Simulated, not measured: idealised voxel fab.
Process module name: voxel capacitor over wiring
Displayed cross-section: cut, width of 240 nm, square cells sized 5 nm.
Cross-section layout: square cells on a grid; listed as bands, top to bottom; a band spans one or more cell rows.
Per band: top height and bottom height in nm, followed by the left-to-right materials and their widths in nm; "throughout" marks a single material spanning edge to edge, "air" marks empty space.
Beneath 0, the wafer as received is one material, and that level is where height counting begins. The lowest band goes on downward without a bottom; it is written like "0 and below".
The two numbers in a width such as "30 to 40" mark its ends across the band: the first belongs to the top row of cells, the second to the bottom row, and from each row to the next the width moves by the same amount.
The designation "nothing was modified", where it is given for a processing step, indicates that no cell of the cross-section was altered in the course of that step.
"Voids, sealed": empty spaces of 8 cells or more with no open way to the top, each given as width x height at distance, distance from the left edge, all in nm.
Post-settings text on a step line: simulator's own remark regarding the step.
When a step includes a mask, the "overlay nm" setting on its line states how far to the right of its planned place that mask lay, and negative values state how far to the left.
## Steps in the process plan
1) RECEIVE: material Si
2) CONFORMAL_DEP: material SiO2, thk nm 15
3) CONFORMAL_DEP: material SiCN, thk nm 5
4) DIRECTIONAL_DEP: material lowk, thk nm 15
5) PATTERN: tone open, mask id METAL_1, material resist, width nm 20, pitch nm 70, thk nm 20, overlay nm 0
6) DIRECTIONAL_ETCH: etch materials lowk, depth nm 15
7) DIRECTIONAL_ETCH: etch materials SiCN, depth nm 5
8) STRIP: etch materials resist
9) CONFORMAL_DEP: material TiN, thk nm 5
10) FILL_DEP: material Cu, thk nm 10
11) CMP: height nm 35
12) CONFORMAL_DEP: material SiCN, thk nm 5
13) DIRECTIONAL_DEP: material lowk, thk nm 15
14) MASKED_ETCH: tone open, mask id PLUG_1, width nm 15, etch materials lowk, depth nm 15, overlay nm 0
15) MASKED_ETCH: tone open, mask id PLUG_1, width nm 15, etch materials SiCN, depth nm 5, overlay nm 0
16) CONFORMAL_DEP: material TiN, thk nm 5
17) FILL_DEP: material Cu, thk nm 10
18) CMP: height nm 55
19) DIRECTIONAL_DEP: material TiN, thk nm 5
20) DIRECTIONAL_DEP: material HfO2, thk nm 5
21) DIRECTIONAL_DEP: material TiN, thk nm 5
22) PATTERN: tone cover, mask id UPPER_PLATE, material resist, width nm 55, thk nm 15, overlay nm -15
23) DIRECTIONAL_ETCH: etch materials TiN, depth nm 5
24) DIRECTIONAL_ETCH: etch materials HfO2, depth nm 5
25) STRIP: etch materials resist
26) DIRECTIONAL_DEP: material aC, thk nm 15
27) PATTERN: tone cover, mask id LOWER_PLATE, material resist, width nm 65, thk nm 30, overlay nm 0
28) DIRECTIONAL_ETCH: etch materials aC, depth nm 15
29) STRIP: etch materials resist
30) DIRECTIONAL_ETCH: etch materials TiN, depth nm 5
31) STRIP: etch materials aC
32) FILL_DEP: material SiO2, thk nm 15
33) CMP: height nm 80
34) MASKED_ETCH: tone open, mask id PLUG_2, width nm 15, etch materials SiO2, depth nm 10, overlay nm 0
35) CONFORMAL_DEP: material TiN, thk nm 5
36) FILL_DEP: material Ru, thk nm 10
37) CMP: height nm 80
38) CONFORMAL_DEP: material SiN, thk nm 5
All wafers enter the flow in the same state. The overlay nm at step 22 differs from wafer to wafer, and the plan gives the value for the first wafer.
## Incoming state of the first of several wafers in cross-section: after step 1
  0 and below  Si throughout
  Voids, sealed: none
## Per-wafer rows below. For each material: cells gained (+) or lost (-) since the wafer was received, as of end of module. Then: closed voids
overlay nm -15, +15 Cu, +11 HfO2, +1 Ru, +85 SiCN, +48 SiN, +343 SiO2, +58 TiN, +255 lowk, Voids, sealed: none
overlay nm -10, +15 Cu, +11 HfO2, +1 Ru, +85 SiCN, +48 SiN, +343 SiO2, +58 TiN, +255 lowk, Voids, sealed: none
overlay nm -5, +15 Cu, +11 HfO2, +1 Ru, +85 SiCN, +48 SiN, +343 SiO2, +58 TiN, +255 lowk, Voids, sealed: none
overlay nm 0, +15 Cu, +11 HfO2, +1 Ru, +85 SiCN, +48 SiN, +343 SiO2, +58 TiN, +255 lowk, Voids, sealed: none
overlay nm 5, +15 Cu, +11 HfO2, +1 Ru, +85 SiCN, +48 SiN, +343 SiO2, +58 TiN, +255 lowk, Voids, sealed: none
overlay nm 10, +15 Cu, +11 HfO2, +1 Ru, +85 SiCN, +48 SiN, +343 SiO2, +58 TiN, +255 lowk, Voids, sealed: none
overlay nm 15, +15 Cu, +11 HfO2, +1 Ru, +85 SiCN, +48 SiN, +343 SiO2, +58 TiN, +255 lowk, Voids, sealed: none
